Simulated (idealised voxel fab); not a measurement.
process module | voxel plated lines
cross-section cut | 265 nm wide | cells 5 nm
A cross-section is a grid of square cells, given in bands from the top down. A band is one or more rows of cells.
Each band's line starts with the height of the band's top and of its bottom, in nm. Then come its materials from left to right, each with its width in nm. One material with "throughout" fills the band from edge to edge. "air" is empty space.
Height 0 is the level under which the wafer as received is all one material. The lowest band goes on downwards, as in "0 down".
A width such as "30 to 40" changes by the same amount from each row of cells to the next, from the band's top row to its bottom row.
"no change" after a step means that no cell of the cross-section changed.
closed voids: empty space of 8 cells or more with no open way to the top, each as width x height at its distance from the left edge, in nm
after a step's settings: what the simulator itself notes on the step
overlay nm, on a step with a mask: how far to the right of its planned place the mask lay; to the left if negative
plan
1 op RECEIVE | material Si
2 op CONFORMAL_DEP | material SiO2 | thk nm 5
3 op DIRECTIONAL_DEP | material TiN | thk nm 5
4 op PATTERN | tone open | mask id LINES | material resist | width nm 15 | pitch nm 40 | thk nm 25 | overlay nm 0
5 op EPI | material Ru | thk nm 5
6 op EPI | material Ru | thk nm 5
7 op STRIP | etch materials resist
8 op DIRECTIONAL_ETCH | etch materials TiN | depth nm 5
9 op CONFORMAL_DEP | material SiCN | thk nm 10
as received, after step 1
  0 down: Si throughout
  closed voids: none
first wafer at the end, as planned
  30 to 20: air 95 | SiCN 35 | air 5 | SiCN 35 | air 95
  20 to 15: air 95 | SiCN 10 | Ru 15 | SiCN 10 | air 5 | SiCN 10 | Ru 15 | SiCN 10 | air 95
  15 to 10: SiCN 105 | Ru 15 | SiCN 25 | Ru 15 | SiCN 105
  10 to 5: SiCN 105 | TiN 15 | SiCN 25 | TiN 15 | SiCN 105
  5 to 0: SiO2 throughout
  0 down: Si throughout
  closed voids: none
second wafer at the end: like start, like plan, one mistake
  30 to 20: air 105 | SiCN 35 | air 5 | SiCN 35 | air 85
  20 to 15: air 105 | SiCN 10 | Ru 15 | SiCN 10 | air 5 | SiCN 10 | Ru 15 | SiCN 10 | air 85
  15 to 10: SiCN 115 | Ru 15 | SiCN 25 | Ru 15 | SiCN 95
  10 to 5: SiCN 115 | TiN 15 | SiCN 25 | TiN 15 | SiCN 95
  5 to 0: SiO2 throughout
  0 down: Si throughout
  closed voids: none
what went wrong: step 4 ran as: op PATTERN | tone open | mask id LINES | material resist | width nm 15 | pitch nm 40 | thk nm 25 | overlay nm 10
at the end the second wafer has, in cells: as many of each material as the first, in other places
